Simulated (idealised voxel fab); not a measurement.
The process module presented herein is designated voxel self aligned vias.
Section cut is 285 nm wide and gridded with 5 nm square cells.
Cross-section format: a grid of square cells, given as bands from top to bottom; each band is one or more rows of cells. Basically the band line says how high the top is and how high the bottom is, in nm, and then what's in it from left to right, every material with its width in nm. Empty space shows up as "empty", and if a single material carries "all across" it runs the full band edge to edge. Note: height 0 marks the level under which the wafer is uniformly one material as received. Lowest band unbounded below, written "0..down". A width such as "30->40" changes by the same amount from each row of cells to the next, from the band's top row to its bottom row. What does "all unchanged" mean for a step? It means no cell of the cross-section changed in that step. If an empty space has no open way to the top and is at least 8 cells in size, "closed voids" lists it, written width x height at distance, where distance is measured from the left edge and every value is in nm. Where a step's line continues beyond its settings, the continuation is a remark by the simulator itself on that step. "overlay nm" denotes, for a step that has a mask, the displacement of the mask to the right of its planned place, with negative values corresponding to the left.
## Here's what the planned process steps look like
1,RECEIVE, material Si
2,CONFORMAL_DEP, material SiO2, thk nm 15
3,CONFORMAL_DEP, material SiCN, thk nm 5
4,DIRECTIONAL_DEP, material SiO2, thk nm 25
5,DIRECTIONAL_DEP, material aC, thk nm 15
6,PATTERN, tone open, mask id LINES, material resist, width nm 25, pitch nm 60, thk nm 35, overlay nm 0
7,DIRECTIONAL_ETCH, etch materials aC, depth nm 15
8,STRIP, etch materials resist
9,DIRECTIONAL_ETCH, etch materials SiO2, depth nm 25
10,STRIP, etch materials aC
11,CONFORMAL_DEP, material TiN, thk nm 5
12,FILL_DEP, material W, thk nm 5
13,CMP, height nm 45
14,SELECTIVE_ETCH, etch materials W Ru TiN, depth nm 10
15,FILL_DEP, material SiN, thk nm 5
16,CMP, height nm 45
17,DIRECTIONAL_DEP, material SiO2, thk nm 15
18,MASKED_ETCH, tone open, mask id VIAS, width nm 35, etch materials SiO2, depth nm 15, overlay nm 0
19,MASKED_ETCH, tone open, mask id VIAS, width nm 35, etch materials SiN, depth nm 10, overlay nm 0
20,CONFORMAL_DEP, material TiN, thk nm 5
21,FILL_DEP, material Ru, thk nm 5
22,CMP, height nm 60
23,CONFORMAL_DEP, material SiN, thk nm 5
## The first of two wafers, run as planned
## This is the cross-section of the wafer as we received it, i.e. after step 1
- 0..down  Si all across
- closed voids: none
## Cross-section of the wafer after step 2
- 15..0  SiO2 all across
- Everything below 0 is unchanged.
## Cross-section of the wafer after step 3
- 20..15  SiCN all across
- Everything below 15 is unchanged.
## Cross-section of the wafer after step 4
- 45..20  SiO2 all across
- Everything below 20 is unchanged.
## Cross-section of the wafer after step 5
- 60..45  aC all across
- Everything below 45 is unchanged.
## Cross-section of the wafer after step 6
- 95..60  resist (100), empty (25), resist (35), empty (25), resist (100)
- Everything below 60 is unchanged.
## Cross-section of the wafer after step 7
- 80..60  resist (100), empty (25), resist (35), empty (25), resist (100)
- 60..45  aC (100), empty (25), aC (35), empty (25), aC (100)
- Everything below 45 is unchanged.
## Cross-section of the wafer after step 8
- 60..45  aC (100), empty (25), aC (35), empty (25), aC (100)
- Everything below 45 is unchanged.
## Cross-section of the wafer after step 9
- 60..45  aC (100), empty (25), aC (35), empty (25), aC (100)
- 45..20  SiO2 (100), empty (25), SiO2 (35), empty (25), SiO2 (100)
- Everything below 20 is unchanged.
## Cross-section of the wafer after step 10
- 45..20  SiO2 (100), empty (25), SiO2 (35), empty (25), SiO2 (100)
- Everything below 20 is unchanged.
## Cross-section of the wafer after step 11
- 50..45  TiN (105), empty (15), TiN (45), empty (15), TiN (105)
- 45..25  SiO2 (100), TiN (5), empty (15), TiN (5), SiO2 (35), TiN (5), empty (15), TiN (5), SiO2 (100)
- 25..20  SiO2 (100), TiN (25), SiO2 (35), TiN (25), SiO2 (100)
- Everything below 20 is unchanged.
## Cross-section of the wafer after step 12
- 55..50  W all across
- 50..45  TiN (105), W (15), TiN (45), W (15), TiN (105)
- 45..25  SiO2 (100), TiN (5), W (15), TiN (5), SiO2 (35), TiN (5), W (15), TiN (5), SiO2 (100)
- Everything below 25 is unchanged.
## Cross-section of the wafer after step 13
- 45..25  SiO2 (100), TiN (5), W (15), TiN (5), SiO2 (35), TiN (5), W (15), TiN (5), SiO2 (100)
- Everything below 25 is unchanged.
## Cross-section of the wafer after step 14
- 45..35  SiO2 (100), empty (25), SiO2 (35), empty (25), SiO2 (100)
- Everything below 35 is unchanged.
## Cross-section of the wafer after step 15
- 50..45  SiN all across
- 45..35  SiO2 (100), SiN (25), SiO2 (35), SiN (25), SiO2 (100)
- Everything below 35 is unchanged.
## Cross-section of the wafer after step 16
- 45..35  SiO2 (100), SiN (25), SiO2 (35), SiN (25), SiO2 (100)
- Everything below 35 is unchanged.
## Cross-section of the wafer after step 17
- 60..45  SiO2 all across
- Everything below 45 is unchanged.
## Cross-section of the wafer after step 18
- 60..45  SiO2 (95), empty (35), SiO2 (155)
- Everything below 45 is unchanged.
## Cross-section of the wafer after step 19
- 60..45  SiO2 (95), empty (35), SiO2 (155)
- 45..35  SiO2 (100), empty (25), SiO2 (35), SiN (25), SiO2 (100)
- Everything below 35 is unchanged.
## Cross-section of the wafer after step 20
- 65..60  TiN (100), empty (25), TiN (160)
- 60..50  SiO2 (95), TiN (5), empty (25), TiN (5), SiO2 (155)
- 50..45  SiO2 (95), TiN (10), empty (15), TiN (10), SiO2 (155)
- 45..40  SiO2 (100), TiN (5), empty (15), TiN (5), SiO2 (35), SiN (25), SiO2 (100)
- 40..35  SiO2 (100), TiN (25), SiO2 (35), SiN (25), SiO2 (100)
- Everything below 35 is unchanged.
## Cross-section of the wafer after step 21
- 70..65  Ru all across
- 65..60  TiN (100), Ru (25), TiN (160)
- 60..50  SiO2 (95), TiN (5), Ru (25), TiN (5), SiO2 (155)
- 50..45  SiO2 (95), TiN (10), Ru (15), TiN (10), SiO2 (155)
- 45..40  SiO2 (100), TiN (5), Ru (15), TiN (5), SiO2 (35), SiN (25), SiO2 (100)
- Everything below 40 is unchanged.
## Cross-section of the wafer after step 22
- 60..50  SiO2 (95), TiN (5), Ru (25), TiN (5), SiO2 (155)
- Everything below 50 is unchanged.
## Cross-section of the wafer after step 23
- 65..60  SiN all across
- Everything below 60 is unchanged.
## Second wafer, same starting conditions and recipe as the first, one mistake in executing it, nothing differs from the first up to and including step 5
## Second wafer cross-section, taken as of the time the plan sets for step 6 to be done
- 95..60  empty (100), resist (25), empty (35), resist (25), empty (100)
- Everything below 60 is unchanged.
## Second wafer cross-section, taken as of the time the plan sets for step 7 to be done
- 80..60  empty (100), resist (25), empty (35), resist (25), empty (100)
- 60..45  empty (100), aC (25), empty (35), aC (25), empty (100)
- Everything below 45 is unchanged.
## Second wafer cross-section, taken as of the time the plan sets for step 8 to be done
- 60..45  empty (100), aC (25), empty (35), aC (25), empty (100)
- Everything below 45 is unchanged.
## Second wafer cross-section, taken as of the time the plan sets for step 9 to be done
- 60..45  empty (100), aC (25), empty (35), aC (25), empty (100)
- 45..20  empty (100), SiO2 (25), empty (35), SiO2 (25), empty (100)
- Everything below 20 is unchanged.
## Second wafer cross-section, taken as of the time the plan sets for step 10 to be done
- 45..20  empty (100), SiO2 (25), empty (35), SiO2 (25), empty (100)
- Everything below 20 is unchanged.
## Second wafer cross-section, taken as of the time the plan sets for step 11 to be done
- 50..45  empty (95), TiN (35), empty (25), TiN (35), empty (95)
- 45..25  empty (95), TiN (5), SiO2 (25), TiN (5), empty (25), TiN (5), SiO2 (25), TiN (5), empty (95)
- 25..20  TiN (100), SiO2 (25), TiN (35), SiO2 (25), TiN (100)
- Everything below 20 is unchanged.
## Second wafer cross-section, taken as of the time the plan sets for step 12 to be done
- 55..50  W all across
- 50..45  W (95), TiN (35), W (25), TiN (35), W (95)
- 45..25  W (95), TiN (5), SiO2 (25), TiN (5), W (25), TiN (5), SiO2 (25), TiN (5), W (95)
- Everything below 25 is unchanged.
## Second wafer cross-section, taken as of the time the plan sets for step 13 to be done
- 45..25  W (95), TiN (5), SiO2 (25), TiN (5), W (25), TiN (5), SiO2 (25), TiN (5), W (95)
- Everything below 25 is unchanged.
## Second wafer cross-section, taken as of the time the plan sets for step 14 to be done
- 45..35  empty (100), SiO2 (25), empty (35), SiO2 (25), empty (100)
- Everything below 35 is unchanged.
## Second wafer cross-section, taken as of the time the plan sets for step 15 to be done
- 50..45  SiN all across
- 45..35  SiN (100), SiO2 (25), SiN (35), SiO2 (25), SiN (100)
- Everything below 35 is unchanged.
## Second wafer cross-section, taken as of the time the plan sets for step 16 to be done
- 45..35  SiN (100), SiO2 (25), SiN (35), SiO2 (25), SiN (100)
- Everything below 35 is unchanged.
## Second wafer cross-section, taken as of the time the plan sets for step 17 to be done
- 60..45  SiO2 all across
- Everything below 45 is unchanged.
## Second wafer cross-section, taken as of the time the plan sets for step 18 to be done
- 60..45  SiO2 (95), empty (35), SiO2 (155)
- Everything below 45 is unchanged.
## Second wafer cross-section, taken as of the time the plan sets for step 19 to be done
- 60..45  SiO2 (95), empty (35), SiO2 (155)
- 45..35  SiN (95), empty (5), SiO2 (25), empty (5), SiN (30), SiO2 (25), SiN (100)
- Everything below 35 is unchanged.
## Second wafer cross-section, taken as of the time the plan sets for step 20 to be done
- 65..60  TiN (100), empty (25), TiN (160)
- 60..50  SiO2 (95), TiN (5), empty (25), TiN (5), SiO2 (155)
- 50..45  SiO2 (95), TiN (35), SiO2 (155)
- 45..35  SiN (95), TiN (5), SiO2 (25), TiN (5), SiN (30), SiO2 (25), SiN (100)
- Everything below 35 is unchanged.
## Second wafer cross-section, taken as of the time the plan sets for step 21 to be done
- 70..65  Ru all across
- 65..60  TiN (100), Ru (25), TiN (160)
- 60..50  SiO2 (95), TiN (5), Ru (25), TiN (5), SiO2 (155)
- Everything below 50 is unchanged.
## Second wafer cross-section, taken as of the time the plan sets for step 22 to be done
- 60..50  SiO2 (95), TiN (5), Ru (25), TiN (5), SiO2 (155)
- Everything below 50 is unchanged.
## Second wafer cross-section, taken as of the time the plan sets for step 23 to be done
- 65..60  SiN all across
- Everything below 60 is unchanged.
Run error: contrary to plan, step 6 was performed as PATTERN, tone cover, mask id LINES, material resist, width nm 25, pitch nm 60, thk nm 35, overlay nm 0
Final wafer comparison in cells, second versus first, more or fewer per material: 6 fewer of Ru, 80 more of SiN, 185 fewer of SiO2, 37 more of TiN, 74 more of W
